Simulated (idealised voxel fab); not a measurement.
Process module name: voxel gate over fins
Cross-section cut: width 250 nm, square cells of 5 nm.
Cross-section = grid of square cells, listed top down in bands; band = one or more rows. Each band's line starts with the height of the band's top and of its bottom, in nm. Then come its materials from left to right, each with its width in nm. One material with "full width" fills the band from edge to edge. "empty" is empty space. Note: height 0 marks the level under which the wafer is uniformly one material as received. Lowest band unbounded below, written "from 0 down". The notation "30..40" denotes a width that varies across the rows of cells in the band, beginning at the first number in the top row, finishing at the second number in the bottom row, and changing by an identical amount from each row to the next. Where the words "nothing altered" appear for a step, the cross-section shows no cell changed by that step; every cell remained as before. Sealed void list: empty space of 8 cells or more with no open way to the top, each as width x height at its distance from the left edge, in nm. On a step's line, text after the settings is the simulator commenting on that step. The "overlay nm" setting may appear on a step's line; for a step that uses a mask, it gives how far to the right of its planned position the mask lay, and a negative value indicates the left.
### Steps in the process plan
step 1: RECEIVE (material Si)
step 2: CONFORMAL_DEP (material SiN; thk nm 10)
step 3: DIRECTIONAL_DEP (material aC; thk nm 10)
step 4: PATTERN (tone cover; mask id FINS; material resist; width nm 15; pitch nm 50; thk nm 25; overlay nm 0)
step 5: DIRECTIONAL_ETCH (etch materials aC; depth nm 10)
step 6: STRIP (etch materials resist)
step 7: DIRECTIONAL_ETCH (etch materials SiN; depth nm 10)
step 8: DIRECTIONAL_ETCH (etch materials Si; depth nm 35)
step 9: STRIP (etch materials aC)
step 10: FILL_DEP (material SiO2; thk nm 5)
step 11: CMP (height nm 10)
step 12: MASKED_ETCH (tone open; mask id RAIL; width nm 15; etch materials SiO2; depth nm 40; overlay nm 0)
step 13: CONFORMAL_DEP (material TiN; thk nm 5)
step 14: FILL_DEP (material Ru; thk nm 10)
step 15: CMP (height nm 10)
step 16: SELECTIVE_ETCH (etch materials W Ru TiN; depth nm 35)
step 17: FILL_DEP (material SiO2; thk nm 5)
step 18: CMP (height nm 10)
step 19: SELECTIVE_ETCH (etch materials SiO2; depth nm 25)
step 20: STRIP (etch materials SiN)
step 21: CONFORMAL_DEP (material HfO2; thk nm 5)
step 22: CONFORMAL_DEP (material TiN; thk nm 5)
step 23: CONFORMAL_DEP (material TiAl; thk nm 5)
step 24: CONFORMAL_DEP (material TiN; thk nm 5)
step 25: FILL_DEP (material W; thk nm 10)
step 26: CMP (height nm 25)
step 27: CONFORMAL_DEP (material SiCN; thk nm 5)
### Shown in cross-section is the wafer as received, that is, as it stands after step 1
* from 0 down | Si full width
* Sealed void list: none
### Sectioned view, first of two wafers, at the close of the module, processed as intended in the plan
* from 30 to 25 | SiCN full width
* from 25 to 20 | W full width
* from 20 to 15 | 70 W  105 TiN  75 W
* from 15 to 10 | 70 W  5 TiN  45 TiAl  5 TiN  45 TiAl  5 TiN  75 W
* from 10 to 5 | 70 W  5 TiN  5 TiAl  35 TiN  5 TiAl  5 TiN  5 TiAl  35 TiN  5 TiAl  5 TiN  75 W
* from 5 to 0 | 75 TiN  5 TiAl  5 TiN  25 HfO2  5 TiN  5 TiAl  5 TiN  5 TiAl  5 TiN  25 HfO2  5 TiN  5 TiAl  80 TiN
* from 0 to -5 | 80 TiAl  5 TiN  5 HfO2  15 Si  5 HfO2  5 TiN  15 TiAl  5 TiN  5 HfO2  15 Si  5 HfO2  5 TiN  85 TiAl
* from -5 to -10 | 85 TiN  5 HfO2  15 Si  5 HfO2  25 TiN  5 HfO2  15 Si  5 HfO2  90 TiN
* from -10 to -15 | 90 HfO2  15 Si  35 HfO2  15 Si  95 HfO2
* from -15 to -25 | 90 SiO2  15 Si  35 SiO2  15 Si  95 SiO2
* from -25 to -30 | 90 SiO2  15 Si  10 SiO2  15 TiN  10 SiO2  15 Si  95 SiO2
* from -30 to -35 | 90 SiO2  15 Si  35 SiO2  15 Si  95 SiO2
* from -35 down | Si full width
* Sealed void list: none
### Cross-section at end of module for the second wafer of two, which matched the first in starting point and plan and differed by one mistake in its processing
* from 30 to 25 | SiCN full width
* from 25 to 20 | W full width
* from 20 to 15 | 70 W  105 TiN  75 W
* from 15 to 10 | 70 W  5 TiN  45 TiAl  5 TiN  45 TiAl  5 TiN  75 W
* from 10 to 5 | 70 W  5 TiN  5 TiAl  35 TiN  5 TiAl  5 TiN  5 TiAl  35 TiN  5 TiAl  5 TiN  75 W
* from 5 to 0 | 75 TiN  5 TiAl  5 TiN  25 HfO2  5 TiN  5 TiAl  5 TiN  5 TiAl  5 TiN  25 HfO2  5 TiN  5 TiAl  80 TiN
* from 0 to -5 | 80 TiAl  5 TiN  5 HfO2  15 Si  5 HfO2  5 TiN  5 TiAl  5 TiN  5 TiAl  5 TiN  5 HfO2  15 Si  5 HfO2  5 TiN  85 TiAl
* from -5 to -10 | 75 TiN  5 TiAl  5 TiN  5 HfO2  15 Si  5 HfO2  5 TiN  5 TiAl  5 TiN  5 TiAl  5 TiN  5 HfO2  15 Si  5 HfO2  5 TiN  5 TiAl  80 TiN
* from -10 to -15 | 70 HfO2  5 TiN  5 TiAl  5 TiN  5 HfO2  15 Si  5 HfO2  5 TiN  15 TiAl  5 TiN  5 HfO2  15 Si  5 HfO2  5 TiN  5 TiAl  5 TiN  75 HfO2
* from -15 to -20 | 65 SiO2  5 HfO2  15 TiN  5 HfO2  15 Si  5 HfO2  25 TiN  5 HfO2  15 Si  5 HfO2  15 TiN  5 HfO2  70 SiO2
* from -20 to -25 | 65 SiO2  25 HfO2  15 Si  35 HfO2  15 Si  25 HfO2  70 SiO2
* from -25 to -30 | 90 SiO2  15 Si  10 SiO2  15 TiN  10 SiO2  15 Si  95 SiO2
* from -30 to -35 | 90 SiO2  15 Si  35 SiO2  15 Si  95 SiO2
* from -35 down | Si full width
* Sealed void list: none
Against the plan, the run slipped here: note: step 19 <-> step 20, run order reversed vs plan
Once processing is complete, comparing cell counts shows that the second wafer has more or fewer of certain materials than the first: +12 HfO2; -34 SiO2; +8 TiAl; +14 TiN
